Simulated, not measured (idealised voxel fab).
process module | voxel air gaps
cross-section cut | 175 nm wide | cells 5 nm
A cross-section is a grid of square cells, given in bands from the top down. A band is one or more rows of cells.
Each band's line starts with the height of the band's top and of its bottom, in nm. Then come its materials from left to right, each with its width in nm. One material with "throughout" fills the band from edge to edge. "air" is empty space.
Height 0 is the level under which the wafer as received is all one material. The lowest band goes on downwards, as in "0 down".
A width such as "30 to 40" changes by the same amount from each row of cells to the next, from the band's top row to its bottom row.
"no change" after a step means that no cell of the cross-section changed.
closed voids: empty space of 8 cells or more with no open way to the top, each as width x height at its distance from the left edge, in nm
after a step's settings: what the simulator itself notes on the step
overlay nm, on a step with a mask: how far to the right of its planned place the mask lay; to the left if negative
plan
1 op RECEIVE | material Si
2 op CONFORMAL_DEP | material SiO2 | thk nm 10
3 op CONFORMAL_DEP | material SiN | thk nm 5
4 op DIRECTIONAL_DEP | material lowk | thk nm 40
5 op PATTERN | tone open | mask id LINES | material resist | width nm 20 | pitch nm 45 | thk nm 20 | overlay nm 0
6 op DIRECTIONAL_ETCH | etch materials lowk | depth nm 40
7 op STRIP | etch materials resist
8 op CONFORMAL_DEP | material TiN | thk nm 5
9 op FILL_DEP | material Cu | thk nm 10
10 op CMP | height nm 55
11 op EPI | material Ru | thk nm 10
12 op SELECTIVE_ETCH | etch materials lowk | depth nm 50
13 op CONFORMAL_DEP | material SiN | thk nm 5
as received, after step 1
  0 down: Si throughout
  closed voids: none
a wafer at the end: this start, this plan, one mistake
  70 to 65: air 15 | SiN 145 | air 15
  65 to 55: air 15 | SiN 5 | Ru 135 | SiN 5 | air 15
  55 to 50: air 15 | SiN 15 | TiN 5 | Cu 15 | TiN 5 | lowk 20 | TiN 5 | Cu 15 | TiN 5 | lowk 20 | TiN 5 | Cu 15 | TiN 5 | SiN 15 | air 15
  50 to 20: air 25 | SiN 5 | TiN 5 | Cu 15 | TiN 5 | lowk 20 | TiN 5 | Cu 15 | TiN 5 | lowk 20 | TiN 5 | Cu 15 | TiN 5 | SiN 5 | air 25
  20 to 15: SiN 30 | TiN 25 | lowk 20 | TiN 25 | lowk 20 | TiN 25 | SiN 30
  15 to 10: SiN throughout
  10 to 0: SiO2 throughout
  0 down: Si throughout
  closed voids: none
what went wrong: step 5 ran as: op PATTERN | tone open | mask id LINES | material resist | width nm 25 | pitch nm 45 | thk nm 20 | overlay nm 0
